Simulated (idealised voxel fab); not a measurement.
The following is a process module called voxel self aligned contacts.
Section shown: cut. Width: 145 nm. Cell size: 5 nm, square.
How to read a cross-section here: the picture is a grid of square cells, written as bands going from the top down, and any band can span one or more rows of cells. Read a band's entry like this: the first values are the height of its top and the height of its bottom in nm, and what follows is the sequence of materials from left to right, each with its width in nm. Note that "air" is empty space, and that a single material marked "all across" reaches across the band from edge to edge. Basically, 0 is our baseline, since under it the wafer straight out of the box is all one material. The bottom band has no lower end and keeps on going down, so it looks like "z 0 and below". The width entry "30->40" should be interpreted row by row: the top row of cells in the band takes the first number, the bottom row takes the second number, and the change between adjacent rows is uniform throughout. Reading "everything unchanged" for a step: not a cell of the cross-section changed in it. Reported under the label "Enclosed void catalog" are the empty spaces having no open way to the top and comprising 8 cells or more; the notation for each is width x height at distance, in which the distance is measured from the left edge and all three values are in nm. Read whatever lies past the settings on a step's line as the simulator's own remark about the step. The optional step-line setting "overlay nm" applies to steps with a mask and quantifies how far to the right of its planned location the mask lay, a negative value indicating leftward placement.
Process steps foreseen in the plan:
- 1: RECEIVE [material Si]
- 2: OXIDIZE [depth nm 5]
- 3: DIRECTIONAL_DEP [material polySi] [thk nm 20]
- 4: DIRECTIONAL_DEP [material SiN] [thk nm 15]
- 5: DIRECTIONAL_DEP [material aC] [thk nm 10]
- 6: PATTERN [tone cover] [mask id GATE] [material resist] [width nm 35] [pitch nm 60] [thk nm 30] [overlay nm 0]
- 7: DIRECTIONAL_ETCH [etch materials aC] [depth nm 10]
- 8: STRIP [etch materials resist]
- 9: DIRECTIONAL_ETCH [etch materials SiN] [depth nm 15]
- 10: DIRECTIONAL_ETCH [etch materials polySi] [depth nm 20]
- 11: STRIP [etch materials aC]
- 12: CONFORMAL_DEP [material SiN] [thk nm 5]
- 13: DIRECTIONAL_ETCH [etch materials SiN] [depth nm 5]
- 14: FILL_DEP [material SiO2] [thk nm 15]
- 15: CMP [height nm 40]
- 16: MASKED_ETCH [tone open] [mask id CONTACT] [width nm 35] [etch materials SiO2] [depth nm 45] [overlay nm 0]
- 17: CONFORMAL_DEP [material TiN] [thk nm 5]
- 18: FILL_DEP [material Ru] [thk nm 5]
- 19: CMP [height nm 40]
- 20: CONFORMAL_DEP [material SiN] [thk nm 5]
Here's what the wafer looked like in cross-section when it arrived - that's after step 1:
> z 0 and below = Si all across
> Enclosed void catalog: none
Looking at the first of two wafers in cross-section at end of module - ran to plan:
> z 45 to 40 = SiN all across
> z 40 to 35 = 55 nm SiO2  15 nm TiN  5 nm Ru  15 nm TiN  55 nm SiO2
> z 35 to 20 = 20 nm SiO2  45 nm SiN  5 nm TiN  5 nm Ru  5 nm TiN  45 nm SiN  20 nm SiO2
> z 20 to 0 = 20 nm SiO2  5 nm SiN  35 nm polySi  5 nm SiN  5 nm TiN  5 nm Ru  5 nm TiN  5 nm SiN  35 nm polySi  5 nm SiN  20 nm SiO2
> z 0 to -5 = 65 nm SiO2  15 nm TiN  65 nm SiO2
> z -5 and below = Si all across
> Enclosed void catalog: none
Cross-sectional view of the second of two wafers upon completion of the module. This wafer shared its starting condition and process plan with the first; one error was made during its execution:
> z 45 to 40 = SiN all across
> z 40 to 35 = 55 nm SiO2  15 nm TiN  5 nm Ru  15 nm TiN  55 nm SiO2
> z 35 to 20 = 20 nm SiO2  45 nm SiN  5 nm TiN  5 nm Ru  5 nm TiN  45 nm SiN  20 nm SiO2
> z 20 to 15 = 65 nm SiO2  15 nm TiN  65 nm SiO2
> z 15 to 0 = polySi all across
> z 0 and below = Si all across
> Enclosed void catalog: none
So what did we get wrong on this run? steps 2 and 3: order swapped relative to plan
Final tally in cells, some materials are higher or lower on the second wafer than on the first: Ru -4; Si +29; SiN -16; SiO2 -32; TiN -8; polySi +31
